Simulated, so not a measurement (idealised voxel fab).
Process module, titled voxel spacer lines
Square cell edge 5 nm, section width 285 nm, ID cut.
In this document a cross-section is written as a grid of square cells. It is given as a series of bands, listed from the top down, and a band is one or more rows of cells.
It is stipulated that each band's entry specify, in nanometres, the height of the top of the band and then that of its bottom, followed by the materials of the band in left-to-right sequence, each together with its width in nanometres. A single material marked by the word "all across" is understood to fill the band from edge to edge; the word "empty" is understood to denote empty space.
Where do heights start? At 0: under that level the wafer as delivered is made of one material only. And the lowest band has no floor; it just carries on downward, as in "top 0, no bottom".
The two numbers in a width such as "30..40" mark its ends across the band: the first belongs to the top row of cells, the second to the bottom row, and from each row to the next the width moves by the same amount.
What does "no change occurred" mean for a step? It means no cell of the cross-section changed in that step.
Voids not open to the top, 8 cells minimum: see "Fully sealed voids". Written width x height at distance; distance is from the left edge; nm.
That trailing text on a step's line, after the settings, is the simulator's own remark on the step.
overlay nm: on a step with a mask, how far right of its planned place the mask lay; negative means left.

The process steps that were planned are listed below:
1. RECEIVE,material Si
2. CONFORMAL_DEP,material Al2O3,thk nm 10
3. DIRECTIONAL_DEP,material W,thk nm 10
4. DIRECTIONAL_DEP,material aC,thk nm 30
5. PATTERN,tone cover,mask id MANDREL,material resist,width nm 25,pitch nm 80,thk nm 35,overlay nm 0
6. DIRECTIONAL_ETCH,etch materials aC,depth nm 30
7. STRIP,etch materials resist
8. CONFORMAL_DEP,material SiO2,thk nm 15
9. DIRECTIONAL_ETCH,etch materials SiO2,depth nm 15
10. STRIP,etch materials aC
11. DIRECTIONAL_ETCH,etch materials W,depth nm 5
12. STRIP,etch materials SiO2
For clarity, it should be stated that the wafers under discussion commence in an identical condition and differ with respect to the depth nm of step 11, the plan indicating the value that the first wafer had.

Received condition of the first of several wafers, sectioned: post-step 1:
- top 0, no bottom: Si all across
- Fully sealed voids: none

Heads up, this table goes wafer by wafer. A row tells you, at the end of the module, how many cells of each material that wafer has put on (+) or dropped (-) since it was received, and then its closed voids:
depth nm 5, +114 Al2O3, +69 W, Fully sealed voids: none
depth nm 10, +114 Al2O3, +24 W, Fully sealed voids: none
depth nm 15, +114 Al2O3, +24 W, Fully sealed voids: none
depth nm 20, +114 Al2O3, +24 W, Fully sealed voids: none
depth nm 25, +114 Al2O3, +24 W, Fully sealed voids: none
